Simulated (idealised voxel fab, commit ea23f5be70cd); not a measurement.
Process module in this document: voxel double patterning
Square cells of 5 nm make up the cross-section cut, whose width is 180 nm.
In what follows, cross-sections appear as grids of square cells, described through bands that run from the top down, where every band is one or more rows of cells. Band entry format. Leading values: height of top, height of bottom, nm. Remainder: materials in left-to-right order, each with its width in nm. Special words: "throughout" on a single material, which then fills the band edge to edge; "air", empty space. For the purposes of this specification, 0 denotes the height below which the wafer in its as-received condition is composed wholly of one material, and the lowermost band, lacking a lower limit, extends downward without end, as expressed in "from 0 down". When a width is written as two numbers, as in "30->40", the first number is the width in the top row of cells of the band and the second is the width in its bottom row, and the width changes by the same amount from each row to the next. You'll sometimes find "stayed the same" written for a step, and that's the way of saying that nowhere in the cross-section did a cell change during that step. "Unvented voids" specifies each empty space that is not open to the top and that occupies no fewer than 8 cells, using the form width x height at distance, the distance measured from the left edge and all three quantities in nm. The remark found on a step's line after its settings is issued by the simulator itself and pertains to that step. Regarding "overlay nm": on a step with a mask, it is the distance the mask lay to the right of its planned place; a negative value places it to the left.

### Steps planned for the process
step 1: RECEIVE, material Si
step 2: CONFORMAL_DEP, material SiO2, thk nm 10
step 3: DIRECTIONAL_DEP, material W, thk nm 20
step 4: DIRECTIONAL_DEP, material SiN, thk nm 5
step 5: PATTERN, tone open, mask id FIRST, material resist, width nm 15, pitch nm 50, thk nm 15, overlay nm 0
step 6: DIRECTIONAL_ETCH, etch materials SiN, depth nm 5
step 7: STRIP, etch materials resist
step 8: DIRECTIONAL_DEP, material aC, thk nm 15
step 9: PATTERN, tone open, mask id SECOND, material resist, width nm 15, pitch nm 50, thk nm 30, overlay nm 0
step 10: DIRECTIONAL_ETCH, etch materials aC, depth nm 15
step 11: STRIP, etch materials resist
step 12: DIRECTIONAL_ETCH, etch materials SiN, depth nm 5
step 13: STRIP, etch materials aC
step 14: DIRECTIONAL_ETCH, etch materials W, depth nm 20
step 15: STRIP, etch materials SiN

### The first wafer of two, processed as planned

### Incoming wafer, cross-sectional view, post step 1
from 0 down | Si throughout
Unvented voids: none

### Cross-section of the wafer subsequent to step 2
from 10 to 0 | SiO2 throughout
For the remainder of the cross-section, below 0, there is no change.

### Cross-section of the wafer subsequent to step 3
from 30 to 10 | W throughout
For the remainder of the cross-section, below 10, there is no change.

### Cross-section of the wafer subsequent to step 4
from 35 to 30 | SiN throughout
For the remainder of the cross-section, below 30, there is no change.

### Cross-section of the wafer subsequent to step 5
from 50 to 35 | resist 30 nm, then air 15 nm, then resist 35 nm, then air 15 nm, then resist 35 nm, then air 15 nm, then resist 35 nm
For the remainder of the cross-section, below 35, there is no change.

### Cross-section of the wafer subsequent to step 6
from 50 to 35 | resist 30 nm, then air 15 nm, then resist 35 nm, then air 15 nm, then resist 35 nm, then air 15 nm, then resist 35 nm
from 35 to 30 | SiN 30 nm, then air 15 nm, then SiN 35 nm, then air 15 nm, then SiN 35 nm, then air 15 nm, then SiN 35 nm
For the remainder of the cross-section, below 30, there is no change.

### Cross-section of the wafer subsequent to step 7
from 35 to 30 | SiN 30 nm, then air 15 nm, then SiN 35 nm, then air 15 nm, then SiN 35 nm, then air 15 nm, then SiN 35 nm
For the remainder of the cross-section, below 30, there is no change.

### Cross-section of the wafer subsequent to step 8
from 50 to 45 | aC 30 nm, then air 15 nm, then aC 35 nm, then air 15 nm, then aC 35 nm, then air 15 nm, then aC 35 nm
from 45 to 35 | aC throughout
from 35 to 30 | SiN 30 nm, then aC 15 nm, then SiN 35 nm, then aC 15 nm, then SiN 35 nm, then aC 15 nm, then SiN 35 nm
For the remainder of the cross-section, below 30, there is no change.

### Cross-section of the wafer subsequent to step 9
from 80 to 50 | resist 55 nm, then air 15 nm, then resist 35 nm, then air 15 nm, then resist 60 nm
from 50 to 45 | aC 30 nm, then resist 15 nm, then aC 35 nm, then resist 15 nm, then aC 35 nm, then resist 15 nm, then aC 35 nm
For the remainder of the cross-section, below 45, there is no change.

### Cross-section of the wafer subsequent to step 10
from 65 to 50 | resist 55 nm, then air 15 nm, then resist 35 nm, then air 15 nm, then resist 60 nm
from 50 to 45 | aC 30 nm, then resist 15 nm, then aC 10 nm, then air 15 nm, then aC 10 nm, then resist 15 nm, then aC 10 nm, then air 15 nm, then aC 10 nm, then resist 15 nm, then aC 35 nm
from 45 to 35 | aC 55 nm, then air 15 nm, then aC 35 nm, then air 15 nm, then aC 60 nm
For the remainder of the cross-section, below 35, there is no change.

### Cross-section of the wafer subsequent to step 11
from 50 to 45 | aC 30 nm, then air 15 nm, then aC 10 nm, then air 15 nm, then aC 10 nm, then air 15 nm, then aC 10 nm, then air 15 nm, then aC 10 nm, then air 15 nm, then aC 35 nm
For the remainder of the cross-section, below 45, there is no change.

### Cross-section of the wafer subsequent to step 12
from 50 to 45 | aC 30 nm, then air 15 nm, then aC 10 nm, then air 15 nm, then aC 10 nm, then air 15 nm, then aC 10 nm, then air 15 nm, then aC 10 nm, then air 15 nm, then aC 35 nm
from 45 to 35 | aC 55 nm, then air 15 nm, then aC 35 nm, then air 15 nm, then aC 60 nm
from 35 to 30 | SiN 30 nm, then aC 15 nm, then SiN 10 nm, then air 15 nm, then SiN 10 nm, then aC 15 nm, then SiN 10 nm, then air 15 nm, then SiN 10 nm, then aC 15 nm, then SiN 35 nm
For the remainder of the cross-section, below 30, there is no change.

### Cross-section of the wafer subsequent to step 13
from 35 to 30 | SiN 30 nm, then air 15 nm, then SiN 10 nm, then air 15 nm, then SiN 10 nm, then air 15 nm, then SiN 10 nm, then air 15 nm, then SiN 10 nm, then air 15 nm, then SiN 35 nm
For the remainder of the cross-section, below 30, there is no change.

### Cross-section of the wafer subsequent to step 14
from 35 to 30 | SiN 30 nm, then air 15 nm, then SiN 10 nm, then air 15 nm, then SiN 10 nm, then air 15 nm, then SiN 10 nm, then air 15 nm, then SiN 10 nm, then air 15 nm, then SiN 35 nm
from 30 to 10 | W 30 nm, then air 15 nm, then W 10 nm, then air 15 nm, then W 10 nm, then air 15 nm, then W 10 nm, then air 15 nm, then W 10 nm, then air 15 nm, then W 35 nm
For the remainder of the cross-section, below 10, there is no change.

### Cross-section of the wafer subsequent to step 15
from 30 to 10 | W 30 nm, then air 15 nm, then W 10 nm, then air 15 nm, then W 10 nm, then air 15 nm, then W 10 nm, then air 15 nm, then W 10 nm, then air 15 nm, then W 35 nm
For the remainder of the cross-section, below 10, there is no change.

### Wafer two of the pair: same origin, same plan, one error during the run; identical to wafer one up to and including step 2

### Cross-section, second wafer, at the end time the plan gives for step 3
from 50 to 10 | W throughout
For the remainder of the cross-section, below 10, there is no change.

### Cross-section, second wafer, at the end time the plan gives for step 4
from 55 to 50 | SiN throughout
For the remainder of the cross-section, below 50, there is no change.

### Cross-section, second wafer, at the end time the plan gives for step 5
from 70 to 55 | resist 30 nm, then air 15 nm, then resist 35 nm, then air 15 nm, then resist 35 nm, then air 15 nm, then resist 35 nm
For the remainder of the cross-section, below 55, there is no change.

### Cross-section, second wafer, at the end time the plan gives for step 6
from 70 to 55 | resist 30 nm, then air 15 nm, then resist 35 nm, then air 15 nm, then resist 35 nm, then air 15 nm, then resist 35 nm
from 55 to 50 | SiN 30 nm, then air 15 nm, then SiN 35 nm, then air 15 nm, then SiN 35 nm, then air 15 nm, then SiN 35 nm
For the remainder of the cross-section, below 50, there is no change.

### Cross-section, second wafer, at the end time the plan gives for step 7
from 55 to 50 | SiN 30 nm, then air 15 nm, then SiN 35 nm, then air 15 nm, then SiN 35 nm, then air 15 nm, then SiN 35 nm
For the remainder of the cross-section, below 50, there is no change.

### Cross-section, second wafer, at the end time the plan gives for step 8
from 70 to 65 | aC 30 nm, then air 15 nm, then aC 35 nm, then air 15 nm, then aC 35 nm, then air 15 nm, then aC 35 nm
from 65 to 55 | aC throughout
from 55 to 50 | SiN 30 nm, then aC 15 nm, then SiN 35 nm, then aC 15 nm, then SiN 35 nm, then aC 15 nm, then SiN 35 nm
For the remainder of the cross-section, below 50, there is no change.

### Cross-section, second wafer, at the end time the plan gives for step 9
from 100 to 70 | resist 55 nm, then air 15 nm, then resist 35 nm, then air 15 nm, then resist 60 nm
from 70 to 65 | aC 30 nm, then resist 15 nm, then aC 35 nm, then resist 15 nm, then aC 35 nm, then resist 15 nm, then aC 35 nm
For the remainder of the cross-section, below 65, there is no change.

### Cross-section, second wafer, at the end time the plan gives for step 10
from 85 to 70 | resist 55 nm, then air 15 nm, then resist 35 nm, then air 15 nm, then resist 60 nm
from 70 to 65 | aC 30 nm, then resist 15 nm, then aC 10 nm, then air 15 nm, then aC 10 nm, then resist 15 nm, then aC 10 nm, then air 15 nm, then aC 10 nm, then resist 15 nm, then aC 35 nm
from 65 to 55 | aC 55 nm, then air 15 nm, then aC 35 nm, then air 15 nm, then aC 60 nm
For the remainder of the cross-section, below 55, there is no change.

### Cross-section, second wafer, at the end time the plan gives for step 11
from 70 to 65 | aC 30 nm, then air 15 nm, then aC 10 nm, then air 15 nm, then aC 10 nm, then air 15 nm, then aC 10 nm, then air 15 nm, then aC 10 nm, then air 15 nm, then aC 35 nm
For the remainder of the cross-section, below 65, there is no change.

### Cross-section, second wafer, at the end time the plan gives for step 12
from 70 to 65 | aC 30 nm, then air 15 nm, then aC 10 nm, then air 15 nm, then aC 10 nm, then air 15 nm, then aC 10 nm, then air 15 nm, then aC 10 nm, then air 15 nm, then aC 35 nm
from 65 to 55 | aC 55 nm, then air 15 nm, then aC 35 nm, then air 15 nm, then aC 60 nm
from 55 to 50 | SiN 30 nm, then aC 15 nm, then SiN 10 nm, then air 15 nm, then SiN 10 nm, then aC 15 nm, then SiN 10 nm, then air 15 nm, then SiN 10 nm, then aC 15 nm, then SiN 35 nm
For the remainder of the cross-section, below 50, there is no change.

### Cross-section, second wafer, at the end time the plan gives for step 13
from 55 to 50 | SiN 30 nm, then air 15 nm, then SiN 10 nm, then air 15 nm, then SiN 10 nm, then air 15 nm, then SiN 10 nm, then air 15 nm, then SiN 10 nm, then air 15 nm, then SiN 35 nm
For the remainder of the cross-section, below 50, there is no change.

### Cross-section, second wafer, at the end time the plan gives for step 14
from 55 to 50 | SiN 30 nm, then air 15 nm, then SiN 10 nm, then air 15 nm, then SiN 10 nm, then air 15 nm, then SiN 10 nm, then air 15 nm, then SiN 10 nm, then air 15 nm, then SiN 35 nm
from 50 to 30 | W 30 nm, then air 15 nm, then W 10 nm, then air 15 nm, then W 10 nm, then air 15 nm, then W 10 nm, then air 15 nm, then W 10 nm, then air 15 nm, then W 35 nm
For the remainder of the cross-section, below 30, there is no change.

### Cross-section, second wafer, at the end time the plan gives for step 15
from 50 to 30 | W 30 nm, then air 15 nm, then W 10 nm, then air 15 nm, then W 10 nm, then air 15 nm, then W 10 nm, then air 15 nm, then W 10 nm, then air 15 nm, then W 35 nm
For the remainder of the cross-section, below 30, there is no change.
Misprocessing identified: execution of plan step 3 occurred twice
FYI, end of process, the second wafer has more or fewer cells of some materials than the first: 144 more of W
